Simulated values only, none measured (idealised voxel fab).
Process module heading - voxel double patterning
Xsec cut, 230 nm wide, square cell size 5 nm.
A cross-section is written here as square cells arranged in a grid, and it is given in bands from the top down, each band taking up one or more rows of cells.
Top, bottom (nm), then materials left to right with widths (nm); lone material tagged "everywhere" fills the whole band edge to edge; "air" = empty space.
Heights are measured from 0, the level below which the as-received wafer is all one material; the lowest band has no bottom and continues downward, written as in "0 and below".
A two-number width, for instance "30..40", indicates that the width is equal to the first number in the top row of the band and to the second number in the bottom row, and that it changes by a constant amount per row of cells.
The cross-section has no changed cell in any step marked "all unchanged".
Closed empty spaces (no open way to the top) of 8 cells or more are what "Completely sealed voids" lists, each as width x height at distance from the left edge, nm for all three.
Read whatever lies past the settings on a step's line as the simulator's own remark about the step.
The setting "overlay nm" may be written on the line of a step. When the step uses a mask, the value reports how far to the right of the planned place the mask lay, and a negative value reports that it lay to the left.
The following list gives the planned process steps
1: RECEIVE, material Si
2: CONFORMAL_DEP, material SiN, thk nm 5
3: DIRECTIONAL_DEP, material SiO2, thk nm 15
4: DIRECTIONAL_DEP, material SiCN, thk nm 10
5: PATTERN, tone open, mask id FIRST, material resist, width nm 15, pitch nm 50, thk nm 15, overlay nm 0
6: DIRECTIONAL_ETCH, etch materials SiCN, depth nm 10
7: STRIP, etch materials resist
8: PATTERN, tone open, mask id SECOND, material resist, width nm 15, pitch nm 50, thk nm 20, overlay nm 0
9: DIRECTIONAL_ETCH, etch materials SiCN, depth nm 10
10: STRIP, etch materials resist
11: DIRECTIONAL_ETCH, etch materials SiO2, depth nm 15
12: STRIP, etch materials SiCN
Wafer as received: cross-section following step 1
0 and below | Si everywhere
Completely sealed voids: none
Starting structure and process plan are as shown above, but one mistake was made in running the module; the wafer cross-section at the end of the module follows
20 down to 5 | SiO2 (55); air (15); SiO2 (5); air (25); SiO2 (5); air (15); SiO2 (5); air (25); SiO2 (5); air (15); SiO2 (60)
5 down to 0 | SiN everywhere
0 and below | Si everywhere
Completely sealed voids: none
what went wrong: step 8 deviated from plan and actually ran as PATTERN, tone open, mask id SECOND, material resist, width nm 25, pitch nm 50, thk nm 20, overlay nm 0
